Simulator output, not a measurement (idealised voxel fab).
Process module heading - voxel tone inversion
Cross-section cut: width 275 nm, square cells of 5 nm.
Throughout this document, each cross-section is represented as a grid of square cells and is presented as a sequence of bands enumerated from the top downward, where a band comprises one or more rows of cells.
Heights first: top, then bottom, in nm. Then materials, left to right, each with a width in nm. "all across" on a single material: fills the band edge to edge. "empty": empty space.
All heights in this document are referenced to 0, defined as the level beneath which the wafer, as received, consists entirely of one material. The lowest band is not bounded below; it extends indefinitely downward and is written in the form "0 and below".
Note: "30 to 40" means the width goes from the first number (top row of the band) to the second number (bottom row) in equal steps per row of cells.
You'll sometimes find "all unchanged" written for a step, and that's the way of saying that nowhere in the cross-section did a cell change during that step.
Empty spaces without an open route to the top, at least 8 cells in extent, make up the entry "Completely sealed voids"; each is given as width x height at distance, where the distance is measured from the left edge, and all are in nm.
Text after the settings on a step's line: the simulator's own remark on that step.
The "overlay nm" setting may appear on a step's line; for a step that uses a mask, it gives how far to the right of its planned position the mask lay, and a negative value indicates the left.
Pairs, read this way: before one process step on the one hand, after it on the other, the after cross-section ending at the lowest band that changed; the step between, settings included, beneath. Same starting wafer throughout, but possibly different runs of this module, so no pair continues from the pair above unless its entry headed "Prior state" says so.
### Prior state
0 and below | Si all across
Completely sealed voids: none
### Post-Step Cross-Section
5 down to 0 | SiCN all across
No changes below 0.
Completely sealed voids: none
Operation between the pre and post cross-sections above: CONFORMAL_DEP,material SiCN,thk nm 5
Prior state: Reference is made to the cross-section shown after the step in the pair directly above, which represents the state prior to this step.
### Post-Step Cross-Section
30 down to 5 | aC all across
No changes below 5.
Completely sealed voids: none
Operation between the pre and post cross-sections above: DIRECTIONAL_DEP,material aC,thk nm 25
Prior state: Reference is made to the cross-section shown after the step in the pair directly above, which represents the state prior to this step.
### Post-Step Cross-Section
65 down to 30 | 75 empty / 15 resist / 20 empty / 15 resist / 20 empty / 15 resist / 20 empty / 15 resist / 80 empty
No changes below 30.
Completely sealed voids: none
Operation between the pre and post cross-sections above: PATTERN,tone cover,mask id POSTS,material resist,width nm 15,pitch nm 35,thk nm 35,overlay nm 0
Prior state: Reference is made to the cross-section shown after the step in the pair directly above, which represents the state prior to this step.
### Post-Step Cross-Section
40 down to 30 | 75 empty / 15 resist / 20 empty / 15 resist / 20 empty / 15 resist / 20 empty / 15 resist / 80 empty
30 down to 5 | 75 empty / 15 aC / 20 empty / 15 aC / 20 empty / 15 aC / 20 empty / 15 aC / 80 empty
No changes below 5.
Completely sealed voids: none
Operation between the pre and post cross-sections above: DIRECTIONAL_ETCH,etch materials aC,depth nm 25
Prior state: Reference is made to the cross-section shown after the step in the pair directly above, which represents the state prior to this step.
### Post-Step Cross-Section
30 down to 5 | 75 empty / 15 aC / 20 empty / 15 aC / 20 empty / 15 aC / 20 empty / 15 aC / 80 empty
No changes below 5.
Completely sealed voids: none
Operation between the pre and post cross-sections above: STRIP,etch materials resist
Prior state: Reference is made to the cross-section shown after the step in the pair directly above, which represents the state prior to this step.
### Post-Step Cross-Section
40 down to 30 | lowk all across
30 down to 5 | 75 lowk / 15 aC / 20 lowk / 15 aC / 20 lowk / 15 aC / 20 lowk / 15 aC / 80 lowk
No changes below 5.
Completely sealed voids: none
Operation between the pre and post cross-sections above: FILL_DEP,material lowk,thk nm 10
Prior state: Reference is made to the cross-section shown after the step in the pair directly above, which represents the state prior to this step.
### Post-Step Cross-Section
30 down to 5 | 75 lowk / 15 aC / 20 lowk / 15 aC / 20 lowk / 15 aC / 20 lowk / 15 aC / 80 lowk
No changes below 5.
Completely sealed voids: none
Operation between the pre and post cross-sections above: CMP,height nm 30
Prior state: Reference is made to the cross-section shown after the step in the pair directly above, which represents the state prior to this step.
### Post-Step Cross-Section
30 down to 5 | 75 lowk / 15 empty / 20 lowk / 15 empty / 20 lowk / 15 empty / 20 lowk / 15 empty / 80 lowk
No changes below 5.
Completely sealed voids: none
Operation between the pre and post cross-sections above: STRIP,etch materials aC
### Prior state
0 and below | Si all across
Completely sealed voids: none
### Post-Step Cross-Section
25 down to 0 | aC all across
No changes below 0.
Completely sealed voids: none
Operation between the pre and post cross-sections above: DIRECTIONAL_DEP,material aC,thk nm 25
Prior state: Reference is made to the cross-section shown after the step in the pair directly above, which represents the state prior to this step.
### Post-Step Cross-Section
60 down to 25 | 75 empty / 15 resist / 20 empty / 15 resist / 20 empty / 15 resist / 20 empty / 15 resist / 80 empty
No changes below 25.
Completely sealed voids: none
Operation between the pre and post cross-sections above: PATTERN,tone cover,mask id POSTS,material resist,width nm 15,pitch nm 35,thk nm 35,overlay nm 0
Prior state: Reference is made to the cross-section shown after the step in the pair directly above, which represents the state prior to this step.
### Post-Step Cross-Section
35 down to 25 | 75 empty / 15 resist / 20 empty / 15 resist / 20 empty / 15 resist / 20 empty / 15 resist / 80 empty
25 down to 0 | 75 empty / 15 aC / 20 empty / 15 aC / 20 empty / 15 aC / 20 empty / 15 aC / 80 empty
No changes below 0.
Completely sealed voids: none
Operation between the pre and post cross-sections above: DIRECTIONAL_ETCH,etch materials aC,depth nm 25
Prior state: Reference is made to the cross-section shown after the step in the pair directly above, which represents the state prior to this step.
### Post-Step Cross-Section
25 down to 0 | 75 empty / 15 aC / 20 empty / 15 aC / 20 empty / 15 aC / 20 empty / 15 aC / 80 empty
No changes below 0.
Completely sealed voids: none
Operation between the pre and post cross-sections above: STRIP,etch materials resist
Prior state: Reference is made to the cross-section shown after the step in the pair directly above, which represents the state prior to this step.
### Post-Step Cross-Section
35 down to 25 | lowk all across
25 down to 0 | 75 lowk / 15 aC / 20 lowk / 15 aC / 20 lowk / 15 aC / 20 lowk / 15 aC / 80 lowk
No changes below 0.
Completely sealed voids: none
Operation between the pre and post cross-sections above: FILL_DEP,material lowk,thk nm 10
Prior state: Reference is made to the cross-section shown after the step in the pair directly above, which represents the state prior to this step.
### Post-Step Cross-Section
30 down to 25 | lowk all across
No changes below 25.
Completely sealed voids: none
Operation between the pre and post cross-sections above: CMP,height nm 30
### Prior state
25 down to 0 | aC all across
0 and below | Si all across
Completely sealed voids: none
### Post-Step Cross-Section
30 down to 25 | SiCN all across
No changes below 25.
Completely sealed voids: none
Operation between the pre and post cross-sections above: CONFORMAL_DEP,material SiCN,thk nm 5
Prior state: Reference is made to the cross-section shown after the step in the pair directly above, which represents the state prior to this step.
### Post-Step Cross-Section
65 down to 30 | 75 empty / 15 resist / 20 empty / 15 resist / 20 empty / 15 resist / 20 empty / 15 resist / 80 empty
No changes below 30.
Completely sealed voids: none
Operation between the pre and post cross-sections above: PATTERN,tone cover,mask id POSTS,material resist,width nm 15,pitch nm 35,thk nm 35,overlay nm 0
Prior state: Reference is made to the cross-section shown after the step in the pair directly above, which represents the state prior to this step.
### Post-Step Cross-Section
40 down to 30 | 75 empty / 15 resist / 20 empty / 15 resist / 20 empty / 15 resist / 20 empty / 15 resist / 80 empty
No changes below 30.
Completely sealed voids: none
Operation between the pre and post cross-sections above: DIRECTIONAL_ETCH,etch materials aC,depth nm 25
Prior state: Reference is made to the cross-section shown after the step in the pair directly above, which represents the state prior to this step.
### Post-Step Cross-Section
30 down to 25 | SiCN all across
No changes below 25.
Completely sealed voids: none
Operation between the pre and post cross-sections above: STRIP,etch materials resist
Prior state: Reference is made to the cross-section shown after the step in the pair directly above, which represents the state prior to this step.
### Post-Step Cross-Section
40 down to 30 | lowk all across
No changes below 30.
Completely sealed voids: none
Operation between the pre and post cross-sections above: FILL_DEP,material lowk,thk nm 10
Prior state: Reference is made to the cross-section shown after the step in the pair directly above, which represents the state prior to this step.
### Post-Step Cross-Section
30 down to 25 | SiCN all across
No changes below 25.
Completely sealed voids: none
Operation between the pre and post cross-sections above: CMP,height nm 30
### Prior state
40 down to 30 | lowk all across
30 down to 5 | 75 lowk / 15 aC / 20 lowk / 15 aC / 20 lowk / 15 aC / 20 lowk / 15 aC / 80 lowk
5 down to 0 | SiCN all across
0 and below | Si all across
Completely sealed voids: none
### Post-Step Cross-Section
35 down to 30 | lowk all across
No changes below 30.
Completely sealed voids: none
Operation between the pre and post cross-sections above: CMP,height nm 35
### Prior state
30 down to 5 | aC all across
5 down to 0 | SiCN all across
0 and below | Si all across
Completely sealed voids: none
### Post-Step Cross-Section
65 down to 30 | 75 empty / 20 resist / 15 empty / 20 resist / 15 empty / 20 resist / 15 empty / 20 resist / 75 empty
No changes below 30.
Completely sealed voids: none
Operation between the pre and post cross-sections above: PATTERN,tone cover,mask id POSTS,material resist,width nm 20,pitch nm 35,thk nm 35,overlay nm 0
Prior state: Reference is made to the cross-section shown after the step in the pair directly above, which represents the state prior to this step.
### Post-Step Cross-Section
40 down to 30 | 75 empty / 20 resist / 15 empty / 20 resist / 15 empty / 20 resist / 15 empty / 20 resist / 75 empty
30 down to 5 | 75 empty / 20 aC / 15 empty / 20 aC / 15 empty / 20 aC / 15 empty / 20 aC / 75 empty
No changes below 5.
Completely sealed voids: none
Operation between the pre and post cross-sections above: DIRECTIONAL_ETCH,etch materials aC,depth nm 25
Prior state: Reference is made to the cross-section shown after the step in the pair directly above, which represents the state prior to this step.
### Post-Step Cross-Section
30 down to 5 | 75 empty / 20 aC / 15 empty / 20 aC / 15 empty / 20 aC / 15 empty / 20 aC / 75 empty
No changes below 5.
Completely sealed voids: none
Operation between the pre and post cross-sections above: STRIP,etch materials resist
Prior state: Reference is made to the cross-section shown after the step in the pair directly above, which represents the state prior to this step.
### Post-Step Cross-Section
40 down to 30 | lowk all across
30 down to 5 | 75 lowk / 20 aC / 15 lowk / 20 aC / 15 lowk / 20 aC / 15 lowk / 20 aC / 75 lowk
No changes below 5.
Completely sealed voids: none
Operation between the pre and post cross-sections above: FILL_DEP,material lowk,thk nm 10
Prior state: Reference is made to the cross-section shown after the step in the pair directly above, which represents the state prior to this step.
### Post-Step Cross-Section
30 down to 5 | 75 lowk / 20 aC / 15 lowk / 20 aC / 15 lowk / 20 aC / 15 lowk / 20 aC / 75 lowk
No changes below 5.
Completely sealed voids: none
Operation between the pre and post cross-sections above: CMP,height nm 30
Prior state: Reference is made to the cross-section shown after the step in the pair directly above, which represents the state prior to this step.
### Post-Step Cross-Section
30 down to 5 | 75 lowk / 20 empty / 15 lowk / 20 empty / 15 lowk / 20 empty / 15 lowk / 20 empty / 75 lowk
No changes below 5.
Completely sealed voids: none
Operation between the pre and post cross-sections above: STRIP,etch materials aC
### Prior state
30 down to 5 | aC all across
5 down to 0 | SiCN all across
0 and below | Si all across
Completely sealed voids: none
### Post-Step Cross-Section
65 down to 30 | 65 empty / 15 resist / 20 empty / 15 resist / 20 empty / 15 resist / 20 empty / 15 resist / 90 empty
No changes below 30.
Completely sealed voids: none
Operation between the pre and post cross-sections above: PATTERN,tone cover,mask id POSTS,material resist,width nm 15,pitch nm 35,thk nm 35,overlay nm -10
Prior state: Reference is made to the cross-section shown after the step in the pair directly above, which represents the state prior to this step.
### Post-Step Cross-Section
40 down to 30 | 65 empty / 15 resist / 20 empty / 15 resist / 20 empty / 15 resist / 20 empty / 15 resist / 90 empty
30 down to 5 | 65 empty / 15 aC / 20 empty / 15 aC / 20 empty / 15 aC / 20 empty / 15 aC / 90 empty
No changes below 5.
Completely sealed voids: none
Operation between the pre and post cross-sections above: DIRECTIONAL_ETCH,etch materials aC,depth nm 25
Prior state: Reference is made to the cross-section shown after the step in the pair directly above, which represents the state prior to this step.
### Post-Step Cross-Section
30 down to 5 | 65 empty / 15 aC / 20 empty / 15 aC / 20 empty / 15 aC / 20 empty / 15 aC / 90 empty
No changes below 5.
Completely sealed voids: none
Operation between the pre and post cross-sections above: STRIP,etch materials resist
Prior state: Reference is made to the cross-section shown after the step in the pair directly above, which represents the state prior to this step.
### Post-Step Cross-Section
40 down to 30 | lowk all across
30 down to 5 | 65 lowk / 15 aC / 20 lowk / 15 aC / 20 lowk / 15 aC / 20 lowk / 15 aC / 90 lowk
No changes below 5.
Completely sealed voids: none
Operation between the pre and post cross-sections above: FILL_DEP,material lowk,thk nm 10
Prior state: Reference is made to the cross-section shown after the step in the pair directly above, which represents the state prior to this step.
### Post-Step Cross-Section
30 down to 5 | 65 lowk / 15 aC / 20 lowk / 15 aC / 20 lowk / 15 aC / 20 lowk / 15 aC / 90 lowk
No changes below 5.
Completely sealed voids: none
Operation between the pre and post cross-sections above: CMP,height nm 30
Prior state: Reference is made to the cross-section shown after the step in the pair directly above, which represents the state prior to this step.
### Post-Step Cross-Section
30 down to 5 | 65 lowk / 15 empty / 20 lowk / 15 empty / 20 lowk / 15 empty / 20 lowk / 15 empty / 90 lowk
No changes below 5.
Completely sealed voids: none
Operation between the pre and post cross-sections above: STRIP,etch materials aC
### Prior state
30 down to 5 | 75 lowk / 15 aC / 20 lowk / 15 aC / 20 lowk / 15 aC / 20 lowk / 15 aC / 80 lowk
5 down to 0 | SiCN all across
0 and below | Si all across
Completely sealed voids: none
### Post-Step Cross-Section
30 down to 5 | 75 empty / 15 aC / 20 empty / 15 aC / 20 empty / 15 aC / 20 empty / 15 aC / 80 empty
No changes below 5.
Completely sealed voids: none
Operation between the pre and post cross-sections above: STRIP,etch materials lowk
### Prior state
30 down to 5 | aC all across
5 down to 0 | SiCN all across
0 and below | Si all across
Completely sealed voids: none
### Post-Step Cross-Section
65 down to 30 | 75 resist / 15 empty / 20 resist / 15 empty / 20 resist / 15 empty / 20 resist / 15 empty / 80 resist
No changes below 30.
Completely sealed voids: none
Operation between the pre and post cross-sections above: PATTERN,tone open,mask id POSTS,material resist,width nm 15,pitch nm 35,thk nm 35,overlay nm 0
Prior state: Reference is made to the cross-section shown after the step in the pair directly above, which represents the state prior to this step.
### Post-Step Cross-Section
40 down to 30 | 75 resist / 15 empty / 20 resist / 15 empty / 20 resist / 15 empty / 20 resist / 15 empty / 80 resist
30 down to 5 | 75 aC / 15 empty / 20 aC / 15 empty / 20 aC / 15 empty / 20 aC / 15 empty / 80 aC
No changes below 5.
Completely sealed voids: none
Operation between the pre and post cross-sections above: DIRECTIONAL_ETCH,etch materials aC,depth nm 25
Prior state: Reference is made to the cross-section shown after the step in the pair directly above, which represents the state prior to this step.
### Post-Step Cross-Section
30 down to 5 | 75 aC / 15 empty / 20 aC / 15 empty / 20 aC / 15 empty / 20 aC / 15 empty / 80 aC
No changes below 5.
Completely sealed voids: none
Operation between the pre and post cross-sections above: STRIP,etch materials resist
Prior state: Reference is made to the cross-section shown after the step in the pair directly above, which represents the state prior to this step.
### Post-Step Cross-Section
40 down to 30 | lowk all across
30 down to 5 | 75 aC / 15 lowk / 20 aC / 15 lowk / 20 aC / 15 lowk / 20 aC / 15 lowk / 80 aC
No changes below 5.
Completely sealed voids: none
Operation between the pre and post cross-sections above: FILL_DEP,material lowk,thk nm 10
Prior state: Reference is made to the cross-section shown after the step in the pair directly above, which represents the state prior to this step.
### Post-Step Cross-Section
30 down to 5 | 75 aC / 15 lowk / 20 aC / 15 lowk / 20 aC / 15 lowk / 20 aC / 15 lowk / 80 aC
No changes below 5.
Completely sealed voids: none
Operation between the pre and post cross-sections above: CMP,height nm 30
Prior state: Reference is made to the cross-section shown after the step in the pair directly above, which represents the state prior to this step.
### Post-Step Cross-Section
30 down to 5 | 75 empty / 15 lowk / 20 empty / 15 lowk / 20 empty / 15 lowk / 20 empty / 15 lowk / 80 empty
No changes below 5.
Completely sealed voids: none
Operation between the pre and post cross-sections above: STRIP,etch materials aC
